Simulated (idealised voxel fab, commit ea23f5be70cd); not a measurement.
The following is a process module called voxel quadruple lines.
Square cells of 5 nm make up the cross-section cut, whose width is 215 nm.
Think of the cross-section as a grid of square cells. We describe it in bands, top to bottom, and each band covers one or more rows of those cells.
Read a band's entry like this: the first values are the height of its top and the height of its bottom in nm, and what follows is the sequence of materials from left to right, each with its width in nm. Note that "blank" is empty space, and that a single material marked "edge to edge" reaches across the band from edge to edge.
The level at which height equals 0 is the one under which the wafer, as it arrives, is entirely one material. No lower edge exists for the bottom band, which continues downward and is notated as in "z 0 and below".
Top row gets the first number, bottom row gets the second, and each row in between changes by the same step: that is how a band width like "30->40" works.
No cell of the cross-section changed in a step that is given as "no alteration".
The list in "Internal closed voids" covers empty spaces of 8 cells or more that cannot reach the top through any open way, and it gives each as width x height at distance; the distance is from the left edge, and width, height and distance are in nm.
On a step's line, text after the settings is the simulator commenting on that step.
"overlay nm", when on a step's line for a step with a mask, measures how far to the right of its planned place the mask lay; a negative measure means to the left.

[Here's what the planned process steps look like]
1) RECEIVE | material Si
2) CONFORMAL_DEP | material SiO2 | thk nm 5
3) DIRECTIONAL_DEP | material TiN | thk nm 15
4) DIRECTIONAL_DEP | material polySi | thk nm 15
5) DIRECTIONAL_DEP | material aC | thk nm 25
6) PATTERN | tone cover | mask id MANDREL | material resist | width nm 35 | thk nm 35 | overlay nm 0
7) DIRECTIONAL_ETCH | etch materials aC | depth nm 25
8) STRIP | etch materials resist
9) CONFORMAL_DEP | material SiO2 | thk nm 15
10) DIRECTIONAL_ETCH | etch materials SiO2 | depth nm 15
11) STRIP | etch materials aC
12) DIRECTIONAL_ETCH | etch materials polySi | depth nm 15
13) STRIP | etch materials SiO2
14) CONFORMAL_DEP | material SiCN | thk nm 10
15) DIRECTIONAL_ETCH | etch materials SiCN | depth nm 10
16) STRIP | etch materials polySi
17) DIRECTIONAL_ETCH | etch materials TiN | depth nm 15
18) STRIP | etch materials SiCN
19) FILL_DEP | material lowk | thk nm 10
20) CMP | height nm 20

[The first of two wafers, run as planned]

[Cross-sectional view of the wafer in its as-received condition, corresponding to the state after step 1]
* z 0 and below: Si edge to edge
* Internal closed voids: none

[Cross-sectional representation of the wafer at the conclusion of step 2]
* z 5 to 0: SiO2 edge to edge
* Below 0, the layers are the same as they were.

[Cross-sectional representation of the wafer at the conclusion of step 3]
* z 20 to 5: TiN edge to edge
* Below 5, the layers are the same as they were.

[Cross-sectional representation of the wafer at the conclusion of step 4]
* z 35 to 20: polySi edge to edge
* Below 20, the layers are the same as they were.

[Cross-sectional representation of the wafer at the conclusion of step 5]
* z 60 to 35: aC edge to edge
* Below 35, the layers are the same as they were.

[Cross-sectional representation of the wafer at the conclusion of step 6]
* z 95 to 60: blank 90  resist 35  blank 90
* Below 60, the layers are the same as they were.

[Cross-sectional representation of the wafer at the conclusion of step 7]
* z 70 to 60: blank 90  resist 35  blank 90
* z 60 to 35: blank 90  aC 35  blank 90
* Below 35, the layers are the same as they were.

[Cross-sectional representation of the wafer at the conclusion of step 8]
* z 60 to 35: blank 90  aC 35  blank 90
* Below 35, the layers are the same as they were.

[Cross-sectional representation of the wafer at the conclusion of step 9]
* z 75 to 60: blank 75  SiO2 65  blank 75
* z 60 to 50: blank 75  SiO2 15  aC 35  SiO2 15  blank 75
* z 50 to 35: SiO2 90  aC 35  SiO2 90
* Below 35, the layers are the same as they were.

[Cross-sectional representation of the wafer at the conclusion of step 10]
* z 60 to 35: blank 75  SiO2 15  aC 35  SiO2 15  blank 75
* Below 35, the layers are the same as they were.

[Cross-sectional representation of the wafer at the conclusion of step 11]
* z 60 to 35: blank 75  SiO2 15  blank 35  SiO2 15  blank 75
* Below 35, the layers are the same as they were.

[Cross-sectional representation of the wafer at the conclusion of step 12]
* z 60 to 35: blank 75  SiO2 15  blank 35  SiO2 15  blank 75
* z 35 to 20: blank 75  polySi 15  blank 35  polySi 15  blank 75
* Below 20, the layers are the same as they were.

[Cross-sectional representation of the wafer at the conclusion of step 13]
* z 35 to 20: blank 75  polySi 15  blank 35  polySi 15  blank 75
* Below 20, the layers are the same as they were.

[Cross-sectional representation of the wafer at the conclusion of step 14]
* z 45 to 35: blank 65  SiCN 35  blank 15  SiCN 35  blank 65
* z 35 to 30: blank 65  SiCN 10  polySi 15  SiCN 10  blank 15  SiCN 10  polySi 15  SiCN 10  blank 65
* z 30 to 20: SiCN 75  polySi 15  SiCN 35  polySi 15  SiCN 75
* Below 20, the layers are the same as they were.

[Cross-sectional representation of the wafer at the conclusion of step 15]
* z 35 to 20: blank 65  SiCN 10  polySi 15  SiCN 10  blank 15  SiCN 10  polySi 15  SiCN 10  blank 65
* Below 20, the layers are the same as they were.

[Cross-sectional representation of the wafer at the conclusion of step 16]
* z 35 to 20: blank 65  SiCN 10  blank 15  SiCN 10  blank 15  SiCN 10  blank 15  SiCN 10  blank 65
* Below 20, the layers are the same as they were.

[Cross-sectional representation of the wafer at the conclusion of step 17]
* z 35 to 20: blank 65  SiCN 10  blank 15  SiCN 10  blank 15  SiCN 10  blank 15  SiCN 10  blank 65
* z 20 to 5: blank 65  TiN 10  blank 15  TiN 10  blank 15  TiN 10  blank 15  TiN 10  blank 65
* Below 5, the layers are the same as they were.

[Cross-sectional representation of the wafer at the conclusion of step 18]
* z 20 to 5: blank 65  TiN 10  blank 15  TiN 10  blank 15  TiN 10  blank 15  TiN 10  blank 65
* Below 5, the layers are the same as they were.

[Cross-sectional representation of the wafer at the conclusion of step 19]
* z 30 to 20: lowk edge to edge
* z 20 to 5: lowk 65  TiN 10  lowk 15  TiN 10  lowk 15  TiN 10  lowk 15  TiN 10  lowk 65
* Below 5, the layers are the same as they were.

[Cross-sectional representation of the wafer at the conclusion of step 20]
* z 20 to 5: lowk 65  TiN 10  lowk 15  TiN 10  lowk 15  TiN 10  lowk 15  TiN 10  lowk 65
* Below 5, the layers are the same as they were.

[Second wafer - shared start and plan with the first - one error in running - same as the first up to step 5 inclusive]

[Second wafer cross-section, taken as of the time the plan sets for step 6 to be done]
* z 95 to 60: blank 95  resist 30  blank 90
* Below 60, the layers are the same as they were.

[Second wafer cross-section, taken as of the time the plan sets for step 7 to be done]
* z 70 to 60: blank 95  resist 30  blank 90
* z 60 to 35: blank 95  aC 30  blank 90
* Below 35, the layers are the same as they were.

[Second wafer cross-section, taken as of the time the plan sets for step 8 to be done]
* z 60 to 35: blank 95  aC 30  blank 90
* Below 35, the layers are the same as they were.

[Second wafer cross-section, taken as of the time the plan sets for step 9 to be done]
* z 75 to 60: blank 80  SiO2 60  blank 75
* z 60 to 50: blank 80  SiO2 15  aC 30  SiO2 15  blank 75
* z 50 to 35: SiO2 95  aC 30  SiO2 90
* Below 35, the layers are the same as they were.

[Second wafer cross-section, taken as of the time the plan sets for step 10 to be done]
* z 60 to 35: blank 80  SiO2 15  aC 30  SiO2 15  blank 75
* Below 35, the layers are the same as they were.

[Second wafer cross-section, taken as of the time the plan sets for step 11 to be done]
* z 60 to 35: blank 80  SiO2 15  blank 30  SiO2 15  blank 75
* Below 35, the layers are the same as they were.

[Second wafer cross-section, taken as of the time the plan sets for step 12 to be done]
* z 60 to 35: blank 80  SiO2 15  blank 30  SiO2 15  blank 75
* z 35 to 20: blank 80  polySi 15  blank 30  polySi 15  blank 75
* Below 20, the layers are the same as they were.

[Second wafer cross-section, taken as of the time the plan sets for step 13 to be done]
* z 35 to 20: blank 80  polySi 15  blank 30  polySi 15  blank 75
* Below 20, the layers are the same as they were.

[Second wafer cross-section, taken as of the time the plan sets for step 14 to be done]
* z 45 to 35: blank 70  SiCN 35  blank 10  SiCN 35  blank 65
* z 35 to 30: blank 70  SiCN 10  polySi 15  SiCN 10  blank 10  SiCN 10  polySi 15  SiCN 10  blank 65
* z 30 to 20: SiCN 80  polySi 15  SiCN 30  polySi 15  SiCN 75
* Below 20, the layers are the same as they were.

[Second wafer cross-section, taken as of the time the plan sets for step 15 to be done]
* z 35 to 20: blank 70  SiCN 10  polySi 15  SiCN 10  blank 10  SiCN 10  polySi 15  SiCN 10  blank 65
* Below 20, the layers are the same as they were.

[Second wafer cross-section, taken as of the time the plan sets for step 16 to be done]
* z 35 to 20: blank 70  SiCN 10  blank 15  SiCN 10  blank 10  SiCN 10  blank 15  SiCN 10  blank 65
* Below 20, the layers are the same as they were.

[Second wafer cross-section, taken as of the time the plan sets for step 17 to be done]
* z 35 to 20: blank 70  SiCN 10  blank 15  SiCN 10  blank 10  SiCN 10  blank 15  SiCN 10  blank 65
* z 20 to 5: blank 70  TiN 10  blank 15  TiN 10  blank 10  TiN 10  blank 15  TiN 10  blank 65
* Below 5, the layers are the same as they were.

[Second wafer cross-section, taken as of the time the plan sets for step 18 to be done]
* z 20 to 5: blank 70  TiN 10  blank 15  TiN 10  blank 10  TiN 10  blank 15  TiN 10  blank 65
* Below 5, the layers are the same as they were.

[Second wafer cross-section, taken as of the time the plan sets for step 19 to be done]
* z 30 to 20: lowk edge to edge
* z 20 to 5: lowk 70  TiN 10  lowk 15  TiN 10  lowk 10  TiN 10  lowk 15  TiN 10  lowk 65
* Below 5, the layers are the same as they were.

[Second wafer cross-section, taken as of the time the plan sets for step 20 to be done]
* z 20 to 5: lowk 70  TiN 10  lowk 15  TiN 10  lowk 10  TiN 10  lowk 15  TiN 10  lowk 65
* Below 5, the layers are the same as they were.
In executing the process, a mistake was made relative to the plan: step 6 was run on a setting that differed from the plan, and what really ran there is PATTERN | tone cover | mask id MANDREL | material resist | width nm 30 | thk nm 35 | overlay nm 0
At the end, the second wafer has the same number of cells of each material as the first, but those cells sit in other places.
